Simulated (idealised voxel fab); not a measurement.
process module | voxel double patterning
FYI the section here is cut, 295 nm wide, cells are 5 nm squares.
Think of the cross-section as a grid of square cells. We describe it in bands, top to bottom, and each band covers one or more rows of those cells.
Look at the band entry: it leads with the top's height and the bottom's height in nm. Then it lists the materials left to right, with a width in nm for each. The word "full width" on a single material says that material fills the band edge to edge. The word "air" is empty space.
The level at which height equals 0 is the one under which the wafer, as it arrives, is entirely one material. No lower edge exists for the bottom band, which continues downward and is notated as in "from 0 down".
When a width is written as two numbers, as in "30->40", the first number is the width in the top row of cells of the band and the second is the width in its bottom row, and the width changes by the same amount from each row to the next.
Key: "no modification" - step with no changed cell in the cross-section.
You'll see "Closed void inventory" listing empty spaces that have no way open to the top, as long as they're 8 cells or more; the notation is width x height at distance, where the distance is from the left edge, and all of it is in nm.
On each step's line, the part that comes after the settings is the simulator's own comment on the step.
"overlay nm" on a masked step: distance the mask lay right of its planned place, negative for left.

[These are the steps we planned for the process]
1 RECEIVE, material Si
2 CONFORMAL_DEP, material SiO2, thk nm 10
3 DIRECTIONAL_DEP, material polySi, thk nm 15
4 DIRECTIONAL_DEP, material SiCN, thk nm 10
5 MASKED_ETCH, tone open, mask id FIRST, width nm 15, pitch nm 50, etch materials SiCN, depth nm 10, overlay nm 0
6 DIRECTIONAL_DEP, material aC, thk nm 15
7 PATTERN, tone open, mask id SECOND, material resist, width nm 15, pitch nm 50, thk nm 35, overlay nm 0
8 DIRECTIONAL_ETCH, etch materials aC, depth nm 15
9 STRIP, etch materials resist
10 DIRECTIONAL_ETCH, etch materials SiCN, depth nm 10
11 STRIP, etch materials aC
12 DIRECTIONAL_ETCH, etch materials polySi, depth nm 15
13 STRIP, etch materials SiCN

[Cross-section of the wafer upon arrival, representing the state reached after step 1]
> from 0 down  Si full width
> Closed void inventory: none

[Look at the cross-section after the module: the wafer started out the way shown above and the plan was the one shown above, yet one mistake was made along the way]
> from 25 to 10  polySi: 90; air: 115; polySi: 90
> from 10 to 0  SiO2 full width
> from 0 down  Si full width
> Closed void inventory: none
What was the processing mistake? step 9: run off-plan, actual operation and settings STRIP, etch materials SiCN
